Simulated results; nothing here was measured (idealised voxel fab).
A process module follows: voxel capacitor over wiring.
Cross-sectional view cut (width: 255 nm; square cell size: 5 nm).
Just so we're on the same page, the cross-sections are grids of square cells, and they're listed out in bands top to bottom, each band one or more rows deep. Quick guide to a band line: top height, bottom height (nm) up front; then every material left to right with its width in nm. Only one material and it's marked "everywhere"? Then it fills the band edge to edge. And "air" just means empty space. Height is counted from the level 0, under which the received wafer is composed throughout of one material. The lowest of the bands is not closed at the bottom but continues downward, in the notation "0 -> down". Think of "30->40" as a width that walks from the first number to the second as you go down the band, top row to bottom row, taking equal-sized steps from row to row. You'll sometimes find "remained unchanged" written for a step, and that's the way of saying that nowhere in the cross-section did a cell change during that step. In "Enclosed void listing" the enclosed voids are listed, meaning empty spaces of 8 cells or larger without any opening to the top. The form is width x height at distance, distance from the left edge, units nm. It should be noted that, on the line of a given step, the content following the step's settings is a remark produced by the simulator itself with respect to that step. The setting "overlay nm" may be written on the line of a step. When the step uses a mask, the value reports how far to the right of the planned place the mask lay, and a negative value reports that it lay to the left. What follows is a series of pairs. Each pair shows a cross-section before one process step and the cross-section after it, and the after view is drawn only down to the lowest band that changed. Beneath each pair is the step that lies between the two, with its settings. Pairs may come from different runs of this module on the same starting wafer, so a pair continues from the one above it only where its entry headed "Geometry before processing" says so.

# Geometry before processing
    75 -> 60 = 75 of resist; 15 of air; 165 of resist
    60 -> 50 = SiO2 everywhere
    50 -> 45 = SiCN everywhere
    45 -> 20 = SiO2 everywhere
    20 -> 15 = SiN everywhere
    15 -> 0 = SiO2 everywhere
    0 -> down = Si everywhere
    Enclosed void listing: none

# Post-Step Section View
    75 -> 60 = 75 of resist; 15 of air; 165 of resist
    60 -> 50 = 75 of SiO2; 15 of air; 165 of SiO2
    Whatever lies below 50 is exactly as it was before.
    Enclosed void listing: none
The two cross-sections above bracket this step: DIRECTIONAL_ETCH, etch materials SiO2, depth nm 10

Geometry before processing: same picture as after in the pair right above, so we don't repeat it.

# Post-Step Section View
    75 -> 60 = 75 of resist; 15 of air; 165 of resist
    60 -> 50 = 75 of SiO2; 15 of air; 165 of SiO2
    50 -> 45 = 75 of SiCN; 15 of air; 165 of SiCN
    Whatever lies below 45 is exactly as it was before.
    Enclosed void listing: none
The two cross-sections above bracket this step: DIRECTIONAL_ETCH, etch materials SiCN, depth nm 5

Geometry before processing: same picture as after in the pair right above, so we don't repeat it.

# Post-Step Section View
    60 -> 50 = 75 of SiO2; 15 of air; 165 of SiO2
    Whatever lies below 50 is exactly as it was before.
    Enclosed void listing: none
The two cross-sections above bracket this step: STRIP, etch materials resist

Geometry before processing: same picture as after in the pair right above, so we don't repeat it.

# Post-Step Section View
    65 -> 60 = 80 of TiN; 5 of air; 170 of TiN
    60 -> 50 = 75 of SiO2; 5 of TiN; 5 of air; 5 of TiN; 165 of SiO2
    50 -> 45 = 75 of SiCN; 15 of TiN; 165 of SiCN
    Whatever lies below 45 is exactly as it was before.
    Enclosed void listing: none
The two cross-sections above bracket this step: CONFORMAL_DEP, material TiN, thk nm 5

Geometry before processing: same picture as after in the pair right above, so we don't repeat it.

# Post-Step Section View
    75 -> 65 = W everywhere
    65 -> 60 = 80 of TiN; 5 of W; 170 of TiN
    60 -> 50 = 75 of SiO2; 5 of TiN; 5 of W; 5 of TiN; 165 of SiO2
    Whatever lies below 50 is exactly as it was before.
    Enclosed void listing: none
The two cross-sections above bracket this step: FILL_DEP, material W, thk nm 10

Geometry before processing: same picture as after in the pair right above, so we don't repeat it.

# Post-Step Section View
    60 -> 50 = 75 of SiO2; 5 of TiN; 5 of W; 5 of TiN; 165 of SiO2
    Whatever lies below 50 is exactly as it was before.
    Enclosed void listing: none
The two cross-sections above bracket this step: CMP, height nm 60

Geometry before processing: same picture as after in the pair right above, so we don't repeat it.

# Post-Step Section View
    70 -> 60 = TiN everywhere
    Whatever lies below 60 is exactly as it was before.
    Enclosed void listing: none
The two cross-sections above bracket this step: DIRECTIONAL_DEP, material TiN, thk nm 10

Geometry before processing: same picture as after in the pair right above, so we don't repeat it.

# Post-Step Section View
    75 -> 70 = SiN everywhere
    Whatever lies below 70 is exactly as it was before.
    Enclosed void listing: none
The two cross-sections above bracket this step: DIRECTIONAL_DEP, material SiN, thk nm 5

Geometry before processing: same picture as after in the pair right above, so we don't repeat it.

# Post-Step Section View
    85 -> 75 = TiN everywhere
    Whatever lies below 75 is exactly as it was before.
    Enclosed void listing: none
The two cross-sections above bracket this step: DIRECTIONAL_DEP, material TiN, thk nm 10

Geometry before processing: same picture as after in the pair right above, so we don't repeat it.

# Post-Step Section View
    95 -> 85 = aC everywhere
    Whatever lies below 85 is exactly as it was before.
    Enclosed void listing: none
The two cross-sections above bracket this step: DIRECTIONAL_DEP, material aC, thk nm 10

Geometry before processing: same picture as after in the pair right above, so we don't repeat it.

# Post-Step Section View
    120 -> 95 = 75 of air; 75 of resist; 105 of air
    Whatever lies below 95 is exactly as it was before.
    Enclosed void listing: none
The two cross-sections above bracket this step: PATTERN, tone cover, mask id UPPER_PLATE, material resist, width nm 75, thk nm 25, overlay nm 0

Geometry before processing: same picture as after in the pair right above, so we don't repeat it.

# Post-Step Section View
    110 -> 95 = 75 of air; 75 of resist; 105 of air
    95 -> 85 = 75 of air; 75 of aC; 105 of air
    Whatever lies below 85 is exactly as it was before.
    Enclosed void listing: none
The two cross-sections above bracket this step: DIRECTIONAL_ETCH, etch materials aC, depth nm 10

Geometry before processing: same picture as after in the pair right above, so we don't repeat it.

# Post-Step Section View
    95 -> 85 = 75 of air; 75 of aC; 105 of air
    Whatever lies below 85 is exactly as it was before.
    Enclosed void listing: none
The two cross-sections above bracket this step: STRIP, etch materials resist

Geometry before processing: same picture as after in the pair right above, so we don't repeat it.

# Post-Step Section View
    95 -> 85 = 75 of air; 75 of aC; 105 of air
    85 -> 75 = 75 of air; 75 of TiN; 105 of air
    Whatever lies below 75 is exactly as it was before.
    Enclosed void listing: none
The two cross-sections above bracket this step: DIRECTIONAL_ETCH, etch materials TiN, depth nm 10

Geometry before processing: same picture as after in the pair right above, so we don't repeat it.

# Post-Step Section View
    95 -> 85 = 75 of air; 75 of aC; 105 of air
    85 -> 75 = 75 of air; 75 of TiN; 105 of air
    75 -> 70 = 75 of air; 75 of SiN; 105 of air
    Whatever lies below 70 is exactly as it was before.
    Enclosed void listing: none
The two cross-sections above bracket this step: DIRECTIONAL_ETCH, etch materials SiN, depth nm 5

Geometry before processing: same picture as after in the pair right above, so we don't repeat it.

# Post-Step Section View
    85 -> 75 = 75 of air; 75 of TiN; 105 of air
    Whatever lies below 75 is exactly as it was before.
    Enclosed void listing: none
The two cross-sections above bracket this step: STRIP, etch materials aC

Geometry before processing: same picture as after in the pair right above, so we don't repeat it.

# Post-Step Section View
    100 -> 85 = 75 of air; 75 of aC; 105 of air
    85 -> 75 = 75 of aC; 75 of TiN; 105 of aC
    75 -> 70 = 75 of aC; 75 of SiN; 105 of aC
    Whatever lies below 70 is exactly as it was before.
    Enclosed void listing: none
The two cross-sections above bracket this step: DIRECTIONAL_DEP, material aC, thk nm 15

Geometry before processing: same picture as after in the pair right above, so we don't repeat it.

# Post-Step Section View
    130 -> 100 = 70 of air; 85 of resist; 100 of air
    100 -> 85 = 70 of air; 5 of resist; 75 of aC; 5 of resist; 100 of air
    Whatever lies below 85 is exactly as it was before.
    Enclosed void listing: none
The two cross-sections above bracket this step: PATTERN, tone cover, mask id LOWER_PLATE, material resist, width nm 85, thk nm 30, overlay nm 0

Geometry before processing: same picture as after in the pair right above, so we don't repeat it.

# Post-Step Section View
    115 -> 100 = 70 of air; 85 of resist; 100 of air
    100 -> 85 = 70 of air; 5 of resist; 75 of aC; 5 of resist; 100 of air
    85 -> 75 = 70 of air; 5 of aC; 75 of TiN; 5 of aC; 100 of air
    75 -> 70 = 70 of air; 5 of aC; 75 of SiN; 5 of aC; 100 of air
    Whatever lies below 70 is exactly as it was before.
    Enclosed void listing: none
The two cross-sections above bracket this step: DIRECTIONAL_ETCH, etch materials aC, depth nm 15

Geometry before processing: same picture as after in the pair right above, so we don't repeat it.

# Post-Step Section View
    100 -> 85 = 75 of air; 75 of aC; 105 of air
    Whatever lies below 85 is exactly as it was before.
    Enclosed void listing: none
The two cross-sections above bracket this step: STRIP, etch materials resist

Geometry before processing: same picture as after in the pair right above, so we don't repeat it.

# Post-Step Section View
    100 -> 85 = 75 of air; 75 of aC; 105 of air
    85 -> 75 = 70 of air; 5 of aC; 75 of TiN; 5 of aC; 100 of air
    75 -> 70 = 70 of air; 5 of aC; 75 of SiN; 5 of aC; 100 of air
    70 -> 60 = 70 of air; 85 of TiN; 100 of air
    Whatever lies below 60 is exactly as it was before.
    Enclosed void listing: none
The two cross-sections above bracket this step: DIRECTIONAL_ETCH, etch materials TiN, depth nm 10

Geometry before processing: same picture as after in the pair right above, so we don't repeat it.

# Post-Step Section View
    85 -> 75 = 75 of air; 75 of TiN; 105 of air
    75 -> 70 = 75 of air; 75 of SiN; 105 of air
    Whatever lies below 70 is exactly as it was before.
    Enclosed void listing: none
The two cross-sections above bracket this step: STRIP, etch materials aC

Geometry before processing: same picture as after in the pair right above, so we don't repeat it.

# Post-Step Section View
    100 -> 85 = SiO2 everywhere
    85 -> 75 = 75 of SiO2; 75 of TiN; 105 of SiO2
    75 -> 70 = 75 of SiO2; 75 of SiN; 105 of SiO2
    70 -> 60 = 70 of SiO2; 85 of TiN; 100 of SiO2
    Whatever lies below 60 is exactly as it was before.
    Enclosed void listing: none
The two cross-sections above bracket this step: FILL_DEP, material SiO2, thk nm 15

Geometry before processing: same picture as after in the pair right above, so we don't repeat it.

# Post-Step Section View
    95 -> 85 = SiO2 everywhere
    Whatever lies below 85 is exactly as it was before.
    Enclosed void listing: none
The two cross-sections above bracket this step: CMP, height nm 95

Geometry before processing: same picture as after in the pair right above, so we don't repeat it.

# Post-Step Section View
    105 -> 95 = aC everywhere
    Whatever lies below 95 is exactly as it was before.
    Enclosed void listing: none
The two cross-sections above bracket this step: DIRECTIONAL_DEP, material aC, thk nm 10

Geometry before processing: same picture as after in the pair right above, so we don't repeat it.

# Post-Step Section View
    130 -> 105 = 85 of resist; 15 of air; 155 of resist
    Whatever lies below 105 is exactly as it was before.
    Enclosed void listing: none
The two cross-sections above bracket this step: PATTERN, tone open, mask id PLUG_2, material resist, width nm 15, thk nm 25, overlay nm 0

Geometry before processing: same picture as after in the pair right above, so we don't repeat it.

# Post-Step Section View
    120 -> 105 = 85 of resist; 15 of air; 155 of resist
    105 -> 95 = 85 of aC; 15 of air; 155 of aC
    Whatever lies below 95 is exactly as it was before.
    Enclosed void listing: none
The two cross-sections above bracket this step: DIRECTIONAL_ETCH, etch materials aC, depth nm 10

Geometry before processing: same picture as after in the pair right above, so we don't repeat it.

# Post-Step Section View
    105 -> 95 = 85 of aC; 15 of air; 155 of aC
    Whatever lies below 95 is exactly as it was before.
    Enclosed void listing: none
The two cross-sections above bracket this step: STRIP, etch materials resist

Geometry before processing: same picture as after in the pair right above, so we don't repeat it.

# Post-Step Section View
    105 -> 95 = 85 of aC; 15 of air; 155 of aC
    95 -> 85 = 85 of SiO2; 15 of air; 155 of SiO2
    Whatever lies below 85 is exactly as it was before.
    Enclosed void listing: none
The two cross-sections above bracket this step: DIRECTIONAL_ETCH, etch materials SiO2, depth nm 10

Geometry before processing: same picture as after in the pair right above, so we don't repeat it.

# Post-Step Section View
    95 -> 85 = 85 of SiO2; 15 of air; 155 of SiO2
    Whatever lies below 85 is exactly as it was before.
    Enclosed void listing: none
The two cross-sections above bracket this step: STRIP, etch materials aC

Geometry before processing: same picture as after in the pair right above, so we don't repeat it.

# Post-Step Section View
    100 -> 95 = 90 of TiN; 5 of air; 160 of TiN
    95 -> 90 = 85 of SiO2; 5 of TiN; 5 of air; 5 of TiN; 155 of SiO2
    90 -> 85 = 85 of SiO2; 15 of TiN; 155 of SiO2
    Whatever lies below 85 is exactly as it was before.
    Enclosed void listing: none
The two cross-sections above bracket this step: CONFORMAL_DEP, material TiN, thk nm 5

Geometry before processing: same picture as after in the pair right above, so we don't repeat it.

# Post-Step Section View
    105 -> 100 = Cu everywhere
    100 -> 95 = 90 of TiN; 5 of Cu; 160 of TiN
    95 -> 90 = 85 of SiO2; 5 of TiN; 5 of Cu; 5 of TiN; 155 of SiO2
    Whatever lies below 90 is exactly as it was before.
    Enclosed void listing: none
The two cross-sections above bracket this step: FILL_DEP, material Cu, thk nm 5

Geometry before processing: same picture as after in the pair right above, so we don't repeat it.

# Post-Step Section View
    95 -> 90 = 85 of SiO2; 5 of TiN; 5 of Cu; 5 of TiN; 155 of SiO2
    Whatever lies below 90 is exactly as it was before.
    Enclosed void listing: none
The two cross-sections above bracket this step: CMP, height nm 95

Geometry before processing: same picture as after in the pair right above, so we don't repeat it.

# Post-Step Section View
    100 -> 95 = SiN everywhere
    Whatever lies below 95 is exactly as it was before.
    Enclosed void listing: none
The two cross-sections above bracket this step: CONFORMAL_DEP, material SiN, thk nm 5

# Geometry before processing
    95 -> 85 = aC everywhere
    85 -> 75 = TiN everywhere
    75 -> 70 = SiN everywhere
    70 -> 60 = TiN everywhere
    60 -> 50 = 75 of SiO2; 5 of TiN; 5 of W; 5 of TiN; 165 of SiO2
    50 -> 45 = 75 of SiCN; 15 of TiN; 165 of SiCN
    45 -> 20 = 65 of lowk; 5 of TiN; 15 of Cu; 5 of TiN; 70 of lowk; 5 of TiN; 15 of Cu; 5 of TiN; 70 of lowk
    20 -> 15 = 65 of SiN; 25 of TiN; 70 of SiN; 25 of TiN; 70 of SiN
    15 -> 0 = SiO2 everywhere
    0 -> down = Si everywhere
    Enclosed void listing: none

# Post-Step Section View
    120 -> 95 = 75 of resist; 75 of air; 105 of resist
    Whatever lies below 95 is exactly as it was before.
    Enclosed void listing: none
The two cross-sections above bracket this step: PATTERN, tone open, mask id UPPER_PLATE, material resist, width nm 75, thk nm 25, overlay nm 0

Geometry before processing: same picture as after in the pair right above, so we don't repeat it.

# Post-Step Section View
    110 -> 95 = 75 of resist; 75 of air; 105 of resist
    95 -> 85 = 75 of aC; 75 of air; 105 of aC
    Whatever lies below 85 is exactly as it was before.
    Enclosed void listing: none
The two cross-sections above bracket this step: DIRECTIONAL_ETCH, etch materials aC, depth nm 10

Geometry before processing: same picture as after in the pair right above, so we don't repeat it.

# Post-Step Section View
    95 -> 85 = 75 of aC; 75 of air; 105 of aC
    Whatever lies below 85 is exactly as it was before.
    Enclosed void listing: none
The two cross-sections above bracket this step: STRIP, etch materials resist

Geometry before processing: same picture as after in the pair right above, so we don't repeat it.

# Post-Step Section View
    95 -> 85 = 75 of aC; 75 of air; 105 of aC
    85 -> 75 = 75 of TiN; 75 of air; 105 of TiN
    Whatever lies below 75 is exactly as it was before.
    Enclosed void listing: none
The two cross-sections above bracket this step: DIRECTIONAL_ETCH, etch materials TiN, depth nm 10

Geometry before processing: same picture as after in the pair right above, so we don't repeat it.

# Post-Step Section View
    95 -> 85 = 75 of aC; 75 of air; 105 of aC
    85 -> 75 = 75 of TiN; 75 of air; 105 of TiN
    75 -> 70 = 75 of SiN; 75 of air; 105 of SiN
    Whatever lies below 70 is exactly as it was before.
    Enclosed void listing: none
The two cross-sections above bracket this step: DIRECTIONAL_ETCH, etch materials SiN, depth nm 5

Geometry before processing: same picture as after in the pair right above, so we don't repeat it.

# Post-Step Section View
    85 -> 75 = 75 of TiN; 75 of air; 105 of TiN
    Whatever lies below 75 is exactly as it was before.
    Enclosed void listing: none
The two cross-sections above bracket this step: STRIP, etch materials aC

Geometry before processing: same picture as after in the pair right above, so we don't repeat it.

# Post-Step Section View
    100 -> 85 = 75 of aC; 75 of air; 105 of aC
    85 -> 75 = 75 of TiN; 75 of aC; 105 of TiN
    75 -> 70 = 75 of SiN; 75 of aC; 105 of SiN
    Whatever lies below 70 is exactly as it was before.
    Enclosed void listing: none
The two cross-sections above bracket this step: DIRECTIONAL_DEP, material aC, thk nm 15

Geometry before processing: same picture as after in the pair right above, so we don't repeat it.

# Post-Step Section View
    130 -> 100 = 70 of air; 85 of resist; 100 of air
    100 -> 85 = 75 of aC; 75 of resist; 105 of aC
    Whatever lies below 85 is exactly as it was before.
    Enclosed void listing: none
The two cross-sections above bracket this step: PATTERN, tone cover, mask id LOWER_PLATE, material resist, width nm 85, thk nm 30, overlay nm 0

Geometry before processing: same picture as after in the pair right above, so we don't repeat it.

# Post-Step Section View
    115 -> 100 = 70 of air; 85 of resist; 100 of air
    100 -> 85 = 70 of air; 5 of aC; 75 of resist; 5 of aC; 100 of air
    Whatever lies below 85 is exactly as it was before.
    Enclosed void listing: none
The two cross-sections above bracket this step: DIRECTIONAL_ETCH, etch materials aC, depth nm 15

Geometry before processing: same picture as after in the pair right above, so we don't repeat it.

# Post-Step Section View
    100 -> 85 = 70 of air; 5 of aC; 75 of air; 5 of aC; 100 of air
    Whatever lies below 85 is exactly as it was before.
    Enclosed void listing: none
The two cross-sections above bracket this step: STRIP, etch materials resist

Geometry before processing: same picture as after in the pair right above, so we don't repeat it.

# Post-Step Section View
    100 -> 85 = 70 of air; 5 of aC; 75 of air; 5 of aC; 100 of air
    85 -> 75 = 70 of air; 5 of TiN; 75 of aC; 5 of TiN; 100 of air
    Whatever lies below 75 is exactly as it was before.
    Enclosed void listing: none
The two cross-sections above bracket this step: DIRECTIONAL_ETCH, etch materials TiN, depth nm 10

Geometry before processing: same picture as after in the pair right above, so we don't repeat it.

# Post-Step Section View
    85 -> 75 = 70 of air; 5 of TiN; 75 of air; 5 of TiN; 100 of air
    75 -> 70 = 75 of SiN; 75 of air; 105 of SiN
    Whatever lies below 70 is exactly as it was before.
    Enclosed void listing: none
The two cross-sections above bracket this step: STRIP, etch materials aC

Geometry before processing: same picture as after in the pair right above, so we don't repeat it.

# Post-Step Section View
    100 -> 85 = SiO2 everywhere
    85 -> 75 = 70 of SiO2; 5 of TiN; 75 of SiO2; 5 of TiN; 100 of SiO2
    75 -> 70 = 75 of SiN; 75 of SiO2; 105 of SiN
    Whatever lies below 70 is exactly as it was before.
    Enclosed void listing: none
The two cross-sections above bracket this step: FILL_DEP, material SiO2, thk nm 15

Geometry before processing: same picture as after in the pair right above, so we don't repeat it.

# Post-Step Section View
    95 -> 85 = SiO2 everywhere
    Whatever lies below 85 is exactly as it was before.
    Enclosed void listing: none
The two cross-sections above bracket this step: CMP, height nm 95

Geometry before processing: same picture as after in the pair right above, so we don't repeat it.

# Post-Step Section View
    105 -> 95 = aC everywhere
    Whatever lies below 95 is exactly as it was before.
    Enclosed void listing: none
The two cross-sections above bracket this step: DIRECTIONAL_DEP, material aC, thk nm 10

Geometry before processing: same picture as after in the pair right above, so we don't repeat it.

# Post-Step Section View
    130 -> 105 = 85 of resist; 15 of air; 155 of resist
    Whatever lies below 105 is exactly as it was before.
    Enclosed void listing: none
The two cross-sections above bracket this step: PATTERN, tone open, mask id PLUG_2, material resist, width nm 15, thk nm 25, overlay nm 0

Geometry before processing: same picture as after in the pair right above, so we don't repeat it.

# Post-Step Section View
    120 -> 105 = 85 of resist; 15 of air; 155 of resist
    105 -> 95 = 85 of aC; 15 of air; 155 of aC
    Whatever lies below 95 is exactly as it was before.
    Enclosed void listing: none
The two cross-sections above bracket this step: DIRECTIONAL_ETCH, etch materials aC, depth nm 10

Geometry before processing: same picture as after in the pair right above, so we don't repeat it.

# Post-Step Section View
    105 -> 95 = 85 of aC; 15 of air; 155 of aC
    Whatever lies below 95 is exactly as it was before.
    Enclosed void listing: none
The two cross-sections above bracket this step: STRIP, etch materials resist

Geometry before processing: same picture as after in the pair right above, so we don't repeat it.

# Post-Step Section View
    105 -> 95 = 85 of aC; 15 of air; 155 of aC
    95 -> 85 = 85 of SiO2; 15 of air; 155 of SiO2
    Whatever lies below 85 is exactly as it was before.
    Enclosed void listing: none
The two cross-sections above bracket this step: DIRECTIONAL_ETCH, etch materials SiO2, depth nm 10

Geometry before processing: same picture as after in the pair right above, so we don't repeat it.

# Post-Step Section View
    95 -> 85 = 85 of SiO2; 15 of air; 155 of SiO2
    Whatever lies below 85 is exactly as it was before.
    Enclosed void listing: none
The two cross-sections above bracket this step: STRIP, etch materials aC

Geometry before processing: same picture as after in the pair right above, so we don't repeat it.

# Post-Step Section View
    100 -> 95 = 90 of TiN; 5 of air; 160 of TiN
    95 -> 90 = 85 of SiO2; 5 of TiN; 5 of air; 5 of TiN; 155 of SiO2
    90 -> 85 = 85 of SiO2; 15 of TiN; 155 of SiO2
    Whatever lies below 85 is exactly as it was before.
    Enclosed void listing: none
The two cross-sections above bracket this step: CONFORMAL_DEP, material TiN, thk nm 5

Geometry before processing: same picture as after in the pair right above, so we don't repeat it.

# Post-Step Section View
    105 -> 100 = Cu everywhere
    100 -> 95 = 90 of TiN; 5 of Cu; 160 of TiN
    95 -> 90 = 85 of SiO2; 5 of TiN; 5 of Cu; 5 of TiN; 155 of SiO2
    Whatever lies below 90 is exactly as it was before.
    Enclosed void listing: none
The two cross-sections above bracket this step: FILL_DEP, material Cu, thk nm 5

Geometry before processing: same picture as after in the pair right above, so we don't repeat it.

# Post-Step Section View
    95 -> 90 = 85 of SiO2; 5 of TiN; 5 of Cu; 5 of TiN; 155 of SiO2
    Whatever lies below 90 is exactly as it was before.
    Enclosed void listing: none
The two cross-sections above bracket this step: CMP, height nm 95

Geometry before processing: same picture as after in the pair right above, so we don't repeat it.

# Post-Step Section View
    100 -> 95 = SiN everywhere
    Whatever lies below 95 is exactly as it was before.
    Enclosed void listing: none
The two cross-sections above bracket this step: CONFORMAL_DEP, material SiN, thk nm 5
